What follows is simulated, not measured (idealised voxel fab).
process module | voxel tone inversion
cross-section cut | 180 nm wide | cells 5 nm
A cross-section is a grid of square cells, given in bands from the top down. A band is one or more rows of cells.
Each band's line starts with the height of the band's top and of its bottom, in nm. Then come its materials from left to right, each with its width in nm. One material with "throughout" fills the band from edge to edge. "air" is empty space.
Height 0 is the level under which the wafer as received is all one material. The lowest band goes on downwards, as in "0 down".
A width such as "30 to 40" changes by the same amount from each row of cells to the next, from the band's top row to its bottom row.
"no change" after a step means that no cell of the cross-section changed.
closed voids: empty space of 8 cells or more with no open way to the top, each as width x height at its distance from the left edge, in nm
after a step's settings: what the simulator itself notes on the step
overlay nm, on a step with a mask: how far to the right of its planned place the mask lay; to the left if negative
plan
1 op RECEIVE | material Si
2 op CONFORMAL_DEP | material SiCN | thk nm 10
3 op DIRECTIONAL_DEP | material polySi | thk nm 25
4 op PATTERN | tone cover | mask id POSTS | material resist | width nm 15 | pitch nm 35 | thk nm 30 | overlay nm 0
5 op DIRECTIONAL_ETCH | etch materials polySi | depth nm 25
6 op STRIP | etch materials resist
7 op FILL_DEP | material SiO2 | thk nm 5
8 op CMP | height nm 35
9 op STRIP | etch materials polySi
10 op CONFORMAL_DEP | material TiN | thk nm 5
11 op FILL_DEP | material W | thk nm 10
12 op CMP | height nm 35
13 op CONFORMAL_DEP | material SiCN | thk nm 5
first wafer, as planned
as received, after step 1
  0 down: Si throughout
  closed voids: none
after step 2
  10 to 0: SiCN throughout
  below 0: unchanged
after step 3
  35 to 10: polySi throughout
  below 10: unchanged
after step 4
  65 to 35: air 65 | resist 15 | air 20 | resist 15 | air 65
  below 35: unchanged
after step 5
  65 to 35: air 65 | resist 15 | air 20 | resist 15 | air 65
  35 to 10: air 65 | polySi 15 | air 20 | polySi 15 | air 65
  below 10: unchanged
after step 6
  35 to 10: air 65 | polySi 15 | air 20 | polySi 15 | air 65
  below 10: unchanged
after step 7
  40 to 35: SiO2 throughout
  35 to 10: SiO2 65 | polySi 15 | SiO2 20 | polySi 15 | SiO2 65
  below 10: unchanged
after step 8
  35 to 10: SiO2 65 | polySi 15 | SiO2 20 | polySi 15 | SiO2 65
  below 10: unchanged
after step 9
  35 to 10: SiO2 65 | air 15 | SiO2 20 | air 15 | SiO2 65
  below 10: unchanged
after step 10
  40 to 35: TiN 70 | air 5 | TiN 30 | air 5 | TiN 70
  35 to 15: SiO2 65 | TiN 5 | air 5 | TiN 5 | SiO2 20 | TiN 5 | air 5 | TiN 5 | SiO2 65
  15 to 10: SiO2 65 | TiN 15 | SiO2 20 | TiN 15 | SiO2 65
  below 10: unchanged
after step 11
  50 to 40: W throughout
  40 to 35: TiN 70 | W 5 | TiN 30 | W 5 | TiN 70
  35 to 15: SiO2 65 | TiN 5 | W 5 | TiN 5 | SiO2 20 | TiN 5 | W 5 | TiN 5 | SiO2 65
  below 15: unchanged
after step 12
  35 to 15: SiO2 65 | TiN 5 | W 5 | TiN 5 | SiO2 20 | TiN 5 | W 5 | TiN 5 | SiO2 65
  below 15: unchanged
after step 13
  40 to 35: SiCN throughout
  below 35: unchanged
second wafer: like start, like plan, one mistake. Through step 3 it matches the first wafer
when step 4 should have ended
  65 to 35: air 65 | resist 20 | air 15 | resist 20 | air 60
  below 35: unchanged
when step 5 should have ended
  65 to 35: air 65 | resist 20 | air 15 | resist 20 | air 60
  35 to 10: air 65 | polySi 20 | air 15 | polySi 20 | air 60
  below 10: unchanged
when step 6 should have ended
  35 to 10: air 65 | polySi 20 | air 15 | polySi 20 | air 60
  below 10: unchanged
when step 7 should have ended
  40 to 35: SiO2 throughout
  35 to 10: SiO2 65 | polySi 20 | SiO2 15 | polySi 20 | SiO2 60
  below 10: unchanged
when step 8 should have ended
  35 to 10: SiO2 65 | polySi 20 | SiO2 15 | polySi 20 | SiO2 60
  below 10: unchanged
when step 9 should have ended
  35 to 10: SiO2 65 | air 20 | SiO2 15 | air 20 | SiO2 60
  below 10: unchanged
when step 10 should have ended
  40 to 35: TiN 70 | air 10 | TiN 25 | air 10 | TiN 65
  35 to 15: SiO2 65 | TiN 5 | air 10 | TiN 5 | SiO2 15 | TiN 5 | air 10 | TiN 5 | SiO2 60
  15 to 10: SiO2 65 | TiN 20 | SiO2 15 | TiN 20 | SiO2 60
  below 10: unchanged
when step 11 should have ended
  50 to 40: W throughout
  40 to 35: TiN 70 | W 10 | TiN 25 | W 10 | TiN 65
  35 to 15: SiO2 65 | TiN 5 | W 10 | TiN 5 | SiO2 15 | TiN 5 | W 10 | TiN 5 | SiO2 60
  below 15: unchanged
when step 12 should have ended
  35 to 15: SiO2 65 | TiN 5 | W 10 | TiN 5 | SiO2 15 | TiN 5 | W 10 | TiN 5 | SiO2 60
  below 15: unchanged
when step 13 should have ended
  40 to 35: SiCN throughout
  below 35: unchanged
what went wrong: step 4 ran as: op PATTERN | tone cover | mask id POSTS | material resist | width nm 20 | pitch nm 35 | thk nm 30 | overlay nm 0
at the end the second wafer has, in cells: 10 fewer of SiO2 | 2 more of TiN | 8 more of W
